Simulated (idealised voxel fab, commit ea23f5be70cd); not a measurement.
This is a process module. Its name is voxel released beams.
The cross-section on display is named cut; it measures 265 nm wide, and its cells are 5 nm squares.
Cross-section layout: square cells on a grid; listed as bands, top to bottom; a band spans one or more cell rows.
For a band, the entry starts with two heights in nm, that of the top and then that of the bottom, and carries on with the band's materials in order from left to right, each alongside its width in nm; the word "throughout" beside a single material means it fills the band edge to edge, and "blank" means empty space.
Heights from 0 (as-received wafer is one material below). Bottom band endless downward, as "0 down".
With a width like "30->40", each row of cells in the band differs from the next by the same amount, the top row carrying the first number and the bottom row the second.
Where the words "no modification" appear for a step, the cross-section shows no cell changed by that step; every cell remained as before.
What "Sealed void listing" gives you is every empty space of 8 cells or more that is cut off from the top. Each appears as width x height at distance, with the distance taken from the left edge and width, height and distance all in nm.
Post-settings text on a step line: simulator's own remark regarding the step.
overlay nm: on a step with a mask, how far right of its planned place the mask lay; negative means left.
-- Below is the list of planned process steps
1,RECEIVE: material Si
2,CONFORMAL_DEP: material SiN, thk nm 5
3,DIRECTIONAL_DEP: material SiO2, thk nm 20
4,DIRECTIONAL_DEP: material aC, thk nm 15
5,PATTERN: tone open, mask id ANCHOR, material resist, width nm 35, thk nm 35, overlay nm 0
6,DIRECTIONAL_ETCH: etch materials aC, depth nm 15
7,STRIP: etch materials resist
8,DIRECTIONAL_ETCH: etch materials SiO2, depth nm 20
9,STRIP: etch materials aC
10,CONFORMAL_DEP: material W, thk nm 15
11,DIRECTIONAL_DEP: material aC, thk nm 10
12,PATTERN: tone cover, mask id BEAM, material resist, width nm 95, thk nm 30, overlay nm 0
13,DIRECTIONAL_ETCH: etch materials aC, depth nm 10
14,STRIP: etch materials resist
15,DIRECTIONAL_ETCH: etch materials W, depth nm 15
16,STRIP: etch materials aC
17,STRIP: etch materials SiO2
Wafers differ in width nm at step 5; plan lists the first wafer's value; identical starting state.
-- First of several wafers (as received, post step 1), cross-sectional view
  0 down = Si throughout
  Sealed void listing: none
-- Gained (+) or lost (-) cells of each material since receipt, then closed voids: one row per wafer, at the end of the module
width nm 35 | +53 SiN | +81 W | Sealed void listing: none
width nm 40 | +53 SiN | +81 W | Sealed void listing: none
width nm 45 | +53 SiN | +81 W | Sealed void listing: none
width nm 50 | +53 SiN | +81 W | Sealed void listing: none
width nm 55 | +53 SiN | +81 W | Sealed void listing: none
width nm 60 | +53 SiN | +81 W | Sealed void listing: none
